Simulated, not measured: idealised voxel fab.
process module | voxel capacitor over wiring
cross-section cut | 225 nm wide | cells 5 nm
A cross-section is a grid of square cells, given in bands from the top down. A band is one or more rows of cells.
Each band's line starts with the height of the band's top and of its bottom, in nm. Then come its materials from left to right, each with its width in nm. One material with "throughout" fills the band from edge to edge. "air" is empty space.
Height 0 is the level under which the wafer as received is all one material. The lowest band goes on downwards, as in "0 down".
A width such as "30 to 40" changes by the same amount from each row of cells to the next, from the band's top row to its bottom row.
"no change" after a step means that no cell of the cross-section changed.
closed voids: empty space of 8 cells or more with no open way to the top, each as width x height at its distance from the left edge, in nm
after a step's settings: what the simulator itself notes on the step
overlay nm, on a step with a mask: how far to the right of its planned place the mask lay; to the left if negative
plan
1 op RECEIVE | material Si
2 op CONFORMAL_DEP | material SiO2 | thk nm 10
3 op DIRECTIONAL_DEP | material TiN | thk nm 5
4 op DIRECTIONAL_DEP | material Ru | thk nm 20
5 op PATTERN | tone cover | mask id METAL_1 | material resist | width nm 25 | pitch nm 85 | thk nm 15 | overlay nm 0
6 op DIRECTIONAL_ETCH | etch materials Ru | depth nm 20
7 op DIRECTIONAL_ETCH | etch materials TiN | depth nm 5
8 op STRIP | etch materials resist
9 op CONFORMAL_DEP | material SiN | thk nm 5
10 op FILL_DEP | material SiO2 | thk nm 5
11 op CMP | height nm 35
12 op CONFORMAL_DEP | material SiCN | thk nm 5
13 op DIRECTIONAL_DEP | material lowk | thk nm 20
14 op DIRECTIONAL_DEP | material aC | thk nm 15
15 op PATTERN | tone open | mask id PLUG_1 | material resist | width nm 15 | thk nm 30 | overlay nm 0
16 op DIRECTIONAL_ETCH | etch materials aC | depth nm 15
17 op STRIP | etch materials resist
18 op DIRECTIONAL_ETCH | etch materials lowk | depth nm 20
19 op DIRECTIONAL_ETCH | etch materials SiCN | depth nm 5
20 op STRIP | etch materials aC
21 op CONFORMAL_DEP | material TiN | thk nm 5
22 op FILL_DEP | material W | thk nm 5
23 op CMP | height nm 60
24 op DIRECTIONAL_DEP | material TiN | thk nm 10
25 op DIRECTIONAL_DEP | material SiN | thk nm 5
26 op DIRECTIONAL_DEP | material TiN | thk nm 10
27 op MASKED_ETCH | tone cover | mask id UPPER_PLATE | width nm 65 | etch materials TiN | depth nm 10 | overlay nm 0
28 op MASKED_ETCH | tone cover | mask id UPPER_PLATE | width nm 65 | etch materials SiN | depth nm 5 | overlay nm 0
29 op DIRECTIONAL_DEP | material aC | thk nm 15
30 op PATTERN | tone cover | mask id LOWER_PLATE | material resist | width nm 75 | thk nm 30 | overlay nm 0
31 op DIRECTIONAL_ETCH | etch materials aC | depth nm 15
32 op STRIP | etch materials resist
33 op DIRECTIONAL_ETCH | etch materials TiN | depth nm 10
34 op STRIP | etch materials aC
35 op FILL_DEP | material SiO2 | thk nm 15
36 op CMP | height nm 95
37 op PATTERN | tone open | mask id PLUG_2 | material resist | width nm 15 | thk nm 15 | overlay nm 0
38 op DIRECTIONAL_ETCH | etch materials SiO2 | depth nm 10
39 op STRIP | etch materials resist
40 op CONFORMAL_DEP | material TiN | thk nm 5
41 op FILL_DEP | material Cu | thk nm 10
42 op CMP | height nm 95
43 op CONFORMAL_DEP | material SiCN | thk nm 5
as received, after step 1
  0 down: Si throughout
  closed voids: none
first wafer at the end, as planned
  100 to 95: SiCN throughout
  95 to 90: SiO2 75 | TiN 5 | Cu 5 | TiN 5 | SiO2 135
  90 to 85: SiO2 75 | TiN 15 | SiO2 135
  85 to 75: SiO2 65 | TiN 65 | SiO2 95
  75 to 70: SiO2 65 | SiN 65 | SiO2 95
  70 to 60: SiO2 60 | TiN 75 | SiO2 90
  60 to 40: lowk 65 | TiN 5 | W 5 | TiN 5 | lowk 145
  40 to 35: SiCN 65 | TiN 15 | SiCN 145
  35 to 15: SiO2 50 | SiN 5 | Ru 25 | SiN 5 | SiO2 50 | SiN 5 | Ru 25 | SiN 5 | SiO2 55
  15 to 10: SiN 55 | TiN 25 | SiN 60 | TiN 25 | SiN 60
  10 to 0: SiO2 throughout
  0 down: Si throughout
  closed voids: none
second wafer at the end: like start, like plan, one mistake
  100 to 95: SiCN throughout
  95 to 90: SiO2 80 | TiN 5 | Cu 5 | TiN 5 | SiO2 130
  90 to 85: SiO2 80 | TiN 15 | SiO2 130
  85 to 75: SiO2 65 | TiN 65 | SiO2 95
  75 to 70: SiO2 65 | SiN 65 | SiO2 95
  70 to 60: SiO2 60 | TiN 75 | SiO2 90
  60 to 40: lowk 65 | TiN 5 | W 5 | TiN 5 | lowk 145
  40 to 35: SiCN 65 | TiN 15 | SiCN 145
  35 to 15: SiO2 50 | SiN 5 | Ru 25 | SiN 5 | SiO2 50 | SiN 5 | Ru 25 | SiN 5 | SiO2 55
  15 to 10: SiN 55 | TiN 25 | SiN 60 | TiN 25 | SiN 60
  10 to 0: SiO2 throughout
  0 down: Si throughout
  closed voids: none
what went wrong: step 37 ran as: op PATTERN | tone open | mask id PLUG_2 | material resist | width nm 15 | thk nm 15 | overlay nm 5
at the end the second wafer has, in cells: as many of each material as the first, in other places
